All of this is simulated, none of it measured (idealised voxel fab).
The following is a process module called voxel trench capacitor.
Xsec cut, 155 nm wide, square cell size 5 nm.
Each cross-section below is a grid of square cells, stated as bands in top-down order, with one or more rows of cells making up each band. Heads up on the band format: heights come first, top then bottom, in nm. After that it's the materials left to right, each with its width in nm. A single material flagged "full width" fills the whole band edge to edge, and "air" means there's empty space there. We count height from 0. Below that, the starting wafer is all one material. The lowest band never ends at the bottom but goes on down; see "0 -> down" for how that is written. Note: "30..40" means the width goes from the first number (top row of the band) to the second number (bottom row) in equal steps per row of cells. "stayed the same" after a step means that no cell of the cross-section changed. Closed empty spaces (no open way to the top) of 8 cells or more are what "Enclosed void list" lists, each as width x height at distance from the left edge, nm for all three. Heads up: the bit after the settings on a step's line is the simulator's remark on that step. For masked steps, "overlay nm" on the step line gives how far right of plan the mask actually lay; a minus sign means it lay to the left.

[The process steps that were planned are listed below]
- 1: RECEIVE,material Si
- 2: CONFORMAL_DEP,material SiN,thk nm 10
- 3: DIRECTIONAL_DEP,material aC,thk nm 15
- 4: PATTERN,tone open,mask id TRENCH,material resist,width nm 15,pitch nm 40,thk nm 35,overlay nm 0
- 5: DIRECTIONAL_ETCH,etch materials aC,depth nm 15
- 6: STRIP,etch materials resist
- 7: DIRECTIONAL_ETCH,etch materials SiN,depth nm 10
- 8: DIRECTIONAL_ETCH,etch materials Si,depth nm 30
- 9: STRIP,etch materials aC
- 10: CONFORMAL_DEP,material SiO2,thk nm 5
- 11: FILL_DEP,material polySi,thk nm 10
- 12: CMP,height nm 10

[The cross-section here shows the wafer as received, i.e. in its state after step 1]
	0 -> down = Si full width
	Enclosed void list: none

[Cross-sectional image of the first of two wafers at the end of the module, the run having proceeded as planned]
	10 -> 0 = SiN=30 | SiO2=5 | polySi=5 | SiO2=5 | SiN=25 | SiO2=5 | polySi=5 | SiO2=5 | SiN=25 | SiO2=5 | polySi=5 | SiO2=5 | SiN=30
	0 -> -25 = Si=30 | SiO2=5 | polySi=5 | SiO2=5 | Si=25 | SiO2=5 | polySi=5 | SiO2=5 | Si=25 | SiO2=5 | polySi=5 | SiO2=5 | Si=30
	-25 -> -30 = Si=30 | SiO2=15 | Si=25 | SiO2=15 | Si=25 | SiO2=15 | Si=30
	-30 -> down = Si full width
	Enclosed void list: none

[Wafer two (of two), end-of-module cross-section: start = wafer one, plan = wafer one, one run mistake]
	25 -> 15 = polySi full width
	15 -> 10 = SiO2=35 | polySi=5 | SiO2=35 | polySi=5 | SiO2=35 | polySi=5 | SiO2=35
	10 -> 0 = SiN=30 | SiO2=5 | polySi=5 | SiO2=5 | SiN=25 | SiO2=5 | polySi=5 | SiO2=5 | SiN=25 | SiO2=5 | polySi=5 | SiO2=5 | SiN=30
	0 -> -25 = Si=30 | SiO2=5 | polySi=5 | SiO2=5 | Si=25 | SiO2=5 | polySi=5 | SiO2=5 | Si=25 | SiO2=5 | polySi=5 | SiO2=5 | Si=30
	-25 -> -30 = Si=30 | SiO2=15 | Si=25 | SiO2=15 | Si=25 | SiO2=15 | Si=30
	-30 -> down = Si full width
	Enclosed void list: none
What was done differently from what was planned? step 12 of the plan got skipped, so it never ran
Wafer comparison, final, in cells, second relative to first, materials more or fewer: SiO2 +28; polySi +65
